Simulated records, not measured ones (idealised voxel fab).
You're looking at the process module voxel released beams.
This is section cut - it's 200 nm across, gridded in 5 nm square cells.
Cross-section spec: square-cell grid; bands listed top down; each band is one or more rows.
Band: top height; bottom height; in nm. Then, left to right: material with width in nm, for each material. "everywhere": a single material spanning edge to edge. "blank": empty space.
Below 0: as-received wafer, all one material; heights counted from there. Lowest band: no bottom, goes on down, written "0 down".
The two numbers in a width such as "30 to 40" mark its ends across the band: the first belongs to the top row of cells, the second to the bottom row, and from each row to the next the width moves by the same amount.
"nothing was modified" (step): cross-section cells unchanged, all of them.
"Fully closed voids": sealed empty spaces, 8 cells or more, no open way to top, listed width x height at distance, with distance from the left edge and width, height and distance in nm.
Heads up: the bit after the settings on a step's line is the simulator's remark on that step.
If you see "overlay nm" on a step's line and that step has a mask, it's telling you how far right of where it was planned the mask ended up; a negative number means it went left instead.
### Process steps foreseen in the plan
1) RECEIVE, material Si
2) CONFORMAL_DEP, material SiN, thk nm 5
3) DIRECTIONAL_DEP, material SiO2, thk nm 20
4) DIRECTIONAL_DEP, material aC, thk nm 15
5) PATTERN, tone open, mask id ANCHOR, material resist, width nm 35, thk nm 30, overlay nm 0
6) DIRECTIONAL_ETCH, etch materials aC, depth nm 15
7) STRIP, etch materials resist
8) DIRECTIONAL_ETCH, etch materials SiO2, depth nm 20
9) STRIP, etch materials aC
10) CONFORMAL_DEP, material TiN, thk nm 15
11) PATTERN, tone cover, mask id BEAM, material resist, width nm 80, thk nm 20, overlay nm 0
12) DIRECTIONAL_ETCH, etch materials TiN, depth nm 15
13) STRIP, etch materials resist
14) STRIP, etch materials SiO2
### Cross-section of the wafer upon arrival, representing the state reached after step 1
* 0 down  Si everywhere
* Fully closed voids: none
### Cross-sectional view of the first of the two wafers upon completion of the module, processed in accordance with the plan
* 40 to 25  blank 55  TiN 20  blank 5  TiN 55  blank 65
* 25 to 20  blank 60  TiN 15  blank 5  TiN 15  blank 105
* 20 to 5  blank 60  TiN 35  blank 105
* 5 to 0  SiN everywhere
* 0 down  Si everywhere
* Fully closed voids: none
### Cross-section, wafer two of two, end of module: same start and plan as wafer one, one error in execution
* 15 to 0  blank 55  TiN 80  blank 65
* 0 down  Si everywhere
* Fully closed voids: none
It is concluded that the wafer was processed incorrectly with respect to the plan, in that heads up, step 9 didn't go per plan, it actually ran as STRIP, etch materials SiN
The second wafer ends with more or fewer cells of some materials than the first, per final count: -40 SiN; -24 TiN
